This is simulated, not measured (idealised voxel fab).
Presented below is a process module, voxel local oxidation.
In the cross-section labelled cut, the width is 270 nm and each square cell is 5 nm.
Cross-section, as written here: a square-cell grid given band by band from the top down, where a band holds one or more rows of cells. Band: top and bottom heights (nm) first, top before bottom; then materials from left to right, widths in nm. "edge to edge" marks a sole material filling the band edge to edge. "air" denotes empty space. Height is counted from the level 0, under which the received wafer is composed throughout of one material. The lowest of the bands is not closed at the bottom but continues downward, in the notation "z 0 and below". So if you see something like "30 to 40" for the width, read it as the top row of the band sitting at the first number and the bottom row at the second, with every row in between moving by the same amount as the last. You'll sometimes find "no change occurred" written for a step, and that's the way of saying that nowhere in the cross-section did a cell change during that step. In the "Voids lacking openings" entry, you get each enclosed empty space of 8 cells or more, one with no open way to the top, written width x height at distance, distance from the left edge, in nm. after a step's settings: what the simulator itself notes on the step. "overlay nm", when on a step's line for a step with a mask, measures how far to the right of its planned place the mask lay; a negative measure means to the left. Note on reading: below, each pair holds a cross-section from before one process step and one from after it; the one from after shows only down to the lowest band that changed. Beneath the pair, the step in between is stated along with its settings. The pairs can stem from different runs of this module on the same starting wafer. Where a pair's entry headed "Before processing step" says so, and only there, that pair continues from the pair above it.
Before processing step:
- z 0 and below | Si edge to edge
- Voids lacking openings: none
Structure After Step:
- z 5 to 0 | SiO2 edge to edge
- Everything below 0 is unchanged.
- Voids lacking openings: none
What sits between those two cross-sections? CONFORMAL_DEP with material SiO2, thk nm 5
Before processing step: carried over from the after image of the pair right above.
Structure After Step:
- z 20 to 5 | SiN edge to edge
- Everything below 5 is unchanged.
- Voids lacking openings: none
What sits between those two cross-sections? CONFORMAL_DEP with material SiN, thk nm 15
Before processing step: carried over from the after image of the pair right above.
Structure After Step:
- z 40 to 20 | 85 nm air; 100 nm resist; 85 nm air
- Everything below 20 is unchanged.
- Voids lacking openings: none
What sits between those two cross-sections? PATTERN with tone cover, mask id ACTIVE, material resist, width nm 100, thk nm 20, overlay nm 0
Before processing step: carried over from the after image of the pair right above.
Structure After Step:
- z 40 to 20 | 85 nm air; 100 nm resist; 85 nm air
- z 20 to 5 | 85 nm air; 100 nm SiN; 85 nm air
- Everything below 5 is unchanged.
- Voids lacking openings: none
What sits between those two cross-sections? DIRECTIONAL_ETCH with etch materials SiN, depth nm 15
Before processing step: carried over from the after image of the pair right above.
Structure After Step:
- z 20 to 5 | 85 nm air; 100 nm SiN; 85 nm air
- Everything below 5 is unchanged.
- Voids lacking openings: none
What sits between those two cross-sections? STRIP with etch materials resist
Before processing step: carried over from the after image of the pair right above.
Structure After Step:
- z 20 to 5 | 85 nm air; 100 nm SiN; 85 nm air
- z 5 to 0 | 90 nm air; 90 nm SiO2; 90 nm air
- Everything below 0 is unchanged.
- Voids lacking openings: none
What sits between those two cross-sections? SELECTIVE_ETCH with etch materials SiO2, depth nm 5
Before processing step: carried over from the after image of the pair right above.
Structure After Step:
- z 20 to 5 | 85 nm air; 100 nm SiN; 85 nm air
- z 5 to 0 | 90 nm air; 90 nm SiO2; 90 nm air
- z 0 to -10 | 100 nm SiO2; 70 nm Si; 100 nm SiO2
- Everything below -10 is unchanged.
- Voids lacking openings: none
What sits between those two cross-sections? OXIDIZE with depth nm 10
Before processing step: carried over from the after image of the pair right above.
Structure After Step:
- z 5 to 0 | 90 nm air; 90 nm SiO2; 90 nm air
- Everything below 0 is unchanged.
- Voids lacking openings: none
What sits between those two cross-sections? STRIP with etch materials SiN
Before processing step:
- z 40 to 20 | 85 nm air; 100 nm resist; 85 nm air
- z 20 to 5 | 85 nm air; 100 nm SiN; 85 nm air
- z 5 to 0 | SiO2 edge to edge
- z 0 and below | Si edge to edge
- Voids lacking openings: none
Structure After Step:
- z 40 to 20 | 85 nm air; 100 nm resist; 85 nm air
- z 20 to 5 | 85 nm air; 100 nm SiN; 85 nm air
- z 5 to 0 | 90 nm air; 90 nm SiO2; 90 nm air
- Everything below 0 is unchanged.
- Voids lacking openings: none
What sits between those two cross-sections? SELECTIVE_ETCH with etch materials SiO2, depth nm 5
Before processing step: carried over from the after image of the pair right above.
Structure After Step:
- z 20 to 5 | 85 nm air; 100 nm SiN; 85 nm air
- Everything below 5 is unchanged.
- Voids lacking openings: none
What sits between those two cross-sections? STRIP with etch materials resist
Before processing step: carried over from the after image of the pair right above.
Structure After Step:
- z 20 to 5 | 85 nm air; 100 nm SiN; 85 nm air
- z 5 to 0 | 90 nm air; 90 nm SiO2; 90 nm air
- z 0 to -5 | 95 nm SiO2; 80 nm Si; 95 nm SiO2
- Everything below -5 is unchanged.
- Voids lacking openings: none
What sits between those two cross-sections? OXIDIZE with depth nm 5
Before processing step: carried over from the after image of the pair right above.
Structure After Step:
- z 5 to 0 | 90 nm air; 90 nm SiO2; 90 nm air
- Everything below 0 is unchanged.
- Voids lacking openings: none
What sits between those two cross-sections? STRIP with etch materials SiN
Before processing step:
- z 20 to 5 | SiN edge to edge
- z 5 to 0 | SiO2 edge to edge
- z 0 and below | Si edge to edge
- Voids lacking openings: none
Structure After Step:
- z 40 to 20 | 85 nm air; 105 nm resist; 80 nm air
- Everything below 20 is unchanged.
- Voids lacking openings: none
What sits between those two cross-sections? PATTERN with tone cover, mask id ACTIVE, material resist, width nm 105, thk nm 20, overlay nm 0
Before processing step: carried over from the after image of the pair right above.
Structure After Step:
- z 40 to 20 | 85 nm air; 105 nm resist; 80 nm air
- z 20 to 5 | 85 nm air; 105 nm SiN; 80 nm air
- Everything below 5 is unchanged.
- Voids lacking openings: none
What sits between those two cross-sections? DIRECTIONAL_ETCH with etch materials SiN, depth nm 15
Before processing step: carried over from the after image of the pair right above.
Structure After Step:
- z 20 to 5 | 85 nm air; 105 nm SiN; 80 nm air
- Everything below 5 is unchanged.
- Voids lacking openings: none
What sits between those two cross-sections? STRIP with etch materials resist
Before processing step: carried over from the after image of the pair right above.
Structure After Step:
- z 20 to 5 | 85 nm air; 105 nm SiN; 80 nm air
- z 5 to 0 | 90 nm air; 95 nm SiO2; 85 nm air
- Everything below 0 is unchanged.
- Voids lacking openings: none
What sits between those two cross-sections? SELECTIVE_ETCH with etch materials SiO2, depth nm 5
Before processing step: carried over from the after image of the pair right above.
Structure After Step:
- z 20 to 5 | 85 nm air; 105 nm SiN; 80 nm air
- z 5 to 0 | 90 nm air; 95 nm SiO2; 85 nm air
- z 0 to -10 | 100 nm SiO2; 75 nm Si; 95 nm SiO2
- Everything below -10 is unchanged.
- Voids lacking openings: none
What sits between those two cross-sections? OXIDIZE with depth nm 10
Before processing step: carried over from the after image of the pair right above.
Structure After Step:
- z 5 to 0 | 90 nm air; 95 nm SiO2; 85 nm air
- Everything below 0 is unchanged.
- Voids lacking openings: none
What sits between those two cross-sections? STRIP with etch materials SiN
Before processing step:
- z 20 to 5 | SiN edge to edge
- z 5 to 0 | SiO2 edge to edge
- z 0 and below | Si edge to edge
- Voids lacking openings: none
Structure After Step:
- z 40 to 20 | 80 nm air; 100 nm resist; 90 nm air
- Everything below 20 is unchanged.
- Voids lacking openings: none
What sits between those two cross-sections? PATTERN with tone cover, mask id ACTIVE, material resist, width nm 100, thk nm 20, overlay nm -5
Before processing step: carried over from the after image of the pair right above.
Structure After Step:
- z 40 to 20 | 80 nm air; 100 nm resist; 90 nm air
- z 20 to 5 | 80 nm air; 100 nm SiN; 90 nm air
- Everything below 5 is unchanged.
- Voids lacking openings: none
What sits between those two cross-sections? DIRECTIONAL_ETCH with etch materials SiN, depth nm 15
Before processing step: carried over from the after image of the pair right above.
Structure After Step:
- z 20 to 5 | 80 nm air; 100 nm SiN; 90 nm air
- Everything below 5 is unchanged.
- Voids lacking openings: none
What sits between those two cross-sections? STRIP with etch materials resist
Before processing step: carried over from the after image of the pair right above.
Structure After Step:
- z 20 to 5 | 80 nm air; 100 nm SiN; 90 nm air
- z 5 to 0 | 85 nm air; 90 nm SiO2; 95 nm air
- Everything below 0 is unchanged.
- Voids lacking openings: none
What sits between those two cross-sections? SELECTIVE_ETCH with etch materials SiO2, depth nm 5
Before processing step: carried over from the after image of the pair right above.
Structure After Step:
- z 20 to 5 | 80 nm air; 100 nm SiN; 90 nm air
- z 5 to 0 | 85 nm air; 90 nm SiO2; 95 nm air
- z 0 to -10 | 95 nm SiO2; 70 nm Si; 105 nm SiO2
- Everything below -10 is unchanged.
- Voids lacking openings: none
What sits between those two cross-sections? OXIDIZE with depth nm 10
Before processing step: carried over from the after image of the pair right above.
Structure After Step:
- z 5 to 0 | 85 nm air; 90 nm SiO2; 95 nm air
- Everything below 0 is unchanged.
- Voids lacking openings: none
What sits between those two cross-sections? STRIP with etch materials SiN
Before processing step:
- z 20 to 5 | 85 nm air; 100 nm SiN; 85 nm air
- z 5 to 0 | 90 nm air; 90 nm SiO2; 90 nm air
- z 0 to -10 | 100 nm SiO2; 70 nm Si; 100 nm SiO2
- z -10 and below | Si edge to edge
- Voids lacking openings: none
Structure After Step:
- z 0 to -10 | 100 nm air; 70 nm Si; 100 nm air
- Everything below -10 is unchanged.
- Voids lacking openings: none
What sits between those two cross-sections? STRIP with etch materials SiO2
Before processing step:
- z 20 to 5 | SiN edge to edge
- z 5 to 0 | SiO2 edge to edge
- z 0 and below | Si edge to edge
- Voids lacking openings: none
Structure After Step:
- z 40 to 20 | 85 nm resist; 100 nm air; 85 nm resist
- Everything below 20 is unchanged.
- Voids lacking openings: none
What sits between those two cross-sections? PATTERN with tone open, mask id ACTIVE, material resist, width nm 100, thk nm 20, overlay nm 0
Before processing step: carried over from the after image of the pair right above.
Structure After Step:
- z 40 to 20 | 85 nm resist; 100 nm air; 85 nm resist
- z 20 to 5 | 85 nm SiN; 100 nm air; 85 nm SiN
- Everything below 5 is unchanged.
- Voids lacking openings: none
What sits between those two cross-sections? DIRECTIONAL_ETCH with etch materials SiN, depth nm 15
Before processing step: carried over from the after image of the pair right above.
Structure After Step:
- z 20 to 5 | 85 nm SiN; 100 nm air; 85 nm SiN
- Everything below 5 is unchanged.
- Voids lacking openings: none
What sits between those two cross-sections? STRIP with etch materials resist
Before processing step: carried over from the after image of the pair right above.
Structure After Step:
- z 20 to 5 | 85 nm SiN; 100 nm air; 85 nm SiN
- z 5 to 0 | 80 nm SiO2; 110 nm air; 80 nm SiO2
- Everything below 0 is unchanged.
- Voids lacking openings: none
What sits between those two cross-sections? SELECTIVE_ETCH with etch materials SiO2, depth nm 5
Before processing step: carried over from the after image of the pair right above.
Structure After Step:
- z 20 to 5 | 85 nm SiN; 100 nm air; 85 nm SiN
- z 5 to 0 | 80 nm SiO2; 110 nm air; 80 nm SiO2
- z 0 to -10 | 70 nm Si; 130 nm SiO2; 70 nm Si
- Everything below -10 is unchanged.
- Voids lacking openings: none
What sits between those two cross-sections? OXIDIZE with depth nm 10
Before processing step: carried over from the after image of the pair right above.
Structure After Step:
- z 5 to 0 | 80 nm SiO2; 110 nm air; 80 nm SiO2
- Everything below 0 is unchanged.
- Voids lacking openings: none
What sits between those two cross-sections? STRIP with etch materials SiN
